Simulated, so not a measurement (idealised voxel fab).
You're looking at the process module voxel air gaps.
Section cut is 185 nm wide and gridded with 5 nm square cells.
A cross-section is written here as square cells arranged in a grid, and it is given in bands from the top down, each band taking up one or more rows of cells.
For a band, the entry starts with two heights in nm, that of the top and then that of the bottom, and carries on with the band's materials in order from left to right, each alongside its width in nm; the word "edge to edge" beside a single material means it fills the band edge to edge, and "empty" means empty space.
Note: height 0 marks the level under which the wafer is uniformly one material as received. Lowest band unbounded below, written "from 0 down".
The width entry "30..40" should be interpreted row by row: the top row of cells in the band takes the first number, the bottom row takes the second number, and the change between adjacent rows is uniform throughout.
The cross-section has no changed cell in any step marked "nothing altered".
Basically, "Closed cavity list" tells you about the enclosed voids: empty spaces with no open way to the top, 8 cells or bigger, each written width x height at distance, where distance is from the left edge, all in nm.
Text after the settings on a step's line: the simulator's own remark on that step.
overlay nm, on a step with a mask: how far to the right of its planned place the mask lay; to the left if negative

[These are the steps we planned for the process]
1: op RECEIVE | material Si
2: op CONFORMAL_DEP | material SiO2 | thk nm 10
3: op CONFORMAL_DEP | material SiN | thk nm 5
4: op DIRECTIONAL_DEP | material lowk | thk nm 40
5: op PATTERN | tone open | mask id LINES | material resist | width nm 15 | pitch nm 40 | thk nm 15 | overlay nm -15
6: op DIRECTIONAL_ETCH | etch materials lowk | depth nm 40
7: op STRIP | etch materials resist
8: op CONFORMAL_DEP | material TiN | thk nm 5
9: op FILL_DEP | material Ru | thk nm 10
10: op CMP | height nm 55
11: op EPI | material Ru | thk nm 10
12: op SELECTIVE_ETCH | etch materials lowk | depth nm 50
13: op CONFORMAL_DEP | material SiCN | thk nm 5
The value of overlay nm given for step 5 in the plan refers to the first wafer; the wafers vary in this setting and are alike at the start.

[As received, i.e. after step 1: cross-section through the first of several wafers]
	from 0 down = Si edge to edge
	Closed cavity list: none

[First wafer of several, cross-section, module end, after step 13 (last)]
	from 70 to 65 = empty=15, SiCN=125, empty=45
	from 65 to 55 = empty=15, SiCN=5, Ru=35, SiCN=5, Ru=35, SiCN=5, Ru=35, SiCN=5, empty=45
	from 55 to 50 = empty=15, SiCN=15, TiN=5, Ru=5, TiN=5, SiCN=25, TiN=5, Ru=5, TiN=5, SiCN=25, TiN=5, Ru=5, TiN=5, SiCN=15, empty=45
	from 50 to 20 = empty=25, SiCN=5, TiN=5, Ru=5, TiN=5, SiCN=5, empty=15, SiCN=5, TiN=5, Ru=5, TiN=5, SiCN=5, empty=15, SiCN=5, TiN=5, Ru=5, TiN=5, SiCN=5, empty=55
	from 20 to 15 = SiCN=30, TiN=15, SiCN=25, TiN=15, SiCN=25, TiN=15, SiCN=60
	from 15 to 10 = SiN edge to edge
	from 10 to 0 = SiO2 edge to edge
	from 0 down = Si edge to edge
	Closed cavity list: 15 x 30 at 50; 15 x 30 at 90

[Final wafer cross-section at module end]
	from 70 to 65 = empty=45, SiCN=125, empty=15
	from 65 to 55 = empty=45, SiCN=5, Ru=35, SiCN=5, Ru=35, SiCN=5, Ru=35, SiCN=5, empty=15
	from 55 to 50 = empty=45, SiCN=15, TiN=5, Ru=5, TiN=5, SiCN=25, TiN=5, Ru=5, TiN=5, SiCN=25, TiN=5, Ru=5, TiN=5, SiCN=15, empty=15
	from 50 to 20 = empty=55, SiCN=5, TiN=5, Ru=5, TiN=5, SiCN=5, empty=15, SiCN=5, TiN=5, Ru=5, TiN=5, SiCN=5, empty=15, SiCN=5, TiN=5, Ru=5, TiN=5, SiCN=5, empty=25
	from 20 to 15 = SiCN=60, TiN=15, SiCN=25, TiN=15, SiCN=25, TiN=15, SiCN=30
	from 15 to 10 = SiN edge to edge
	from 10 to 0 = SiO2 edge to edge
	from 0 down = Si edge to edge
	Closed cavity list: 15 x 30 at 80; 15 x 30 at 120

[Note: the following table is arranged by wafer, a row apiece. Each row reports the end-of-module state: per material, cells gained (+) or cells lost (-) compared with the wafer as received; closed voids follow]
overlay nm -15; +63 Ru; +113 SiCN; +37 SiN; +74 SiO2; +51 TiN; Closed cavity list: 15 x 30 at 50; 15 x 30 at 90
overlay nm -10; +63 Ru; +113 SiCN; +37 SiN; +74 SiO2; +51 TiN; Closed cavity list: 15 x 30 at 55; 15 x 30 at 95
overlay nm -5; +63 Ru; +113 SiCN; +37 SiN; +74 SiO2; +51 TiN; Closed cavity list: 15 x 30 at 60; 15 x 30 at 100
overlay nm 0; +63 Ru; +113 SiCN; +37 SiN; +74 SiO2; +51 TiN; Closed cavity list: 15 x 30 at 65; 15 x 30 at 105
overlay nm 5; +63 Ru; +113 SiCN; +37 SiN; +74 SiO2; +51 TiN; Closed cavity list: 15 x 30 at 70; 15 x 30 at 110
overlay nm 10; +63 Ru; +113 SiCN; +37 SiN; +74 SiO2; +51 TiN; Closed cavity list: 15 x 30 at 75; 15 x 30 at 115
overlay nm 15; +63 Ru; +113 SiCN; +37 SiN; +74 SiO2; +51 TiN; Closed cavity list: 15 x 30 at 80; 15 x 30 at 120
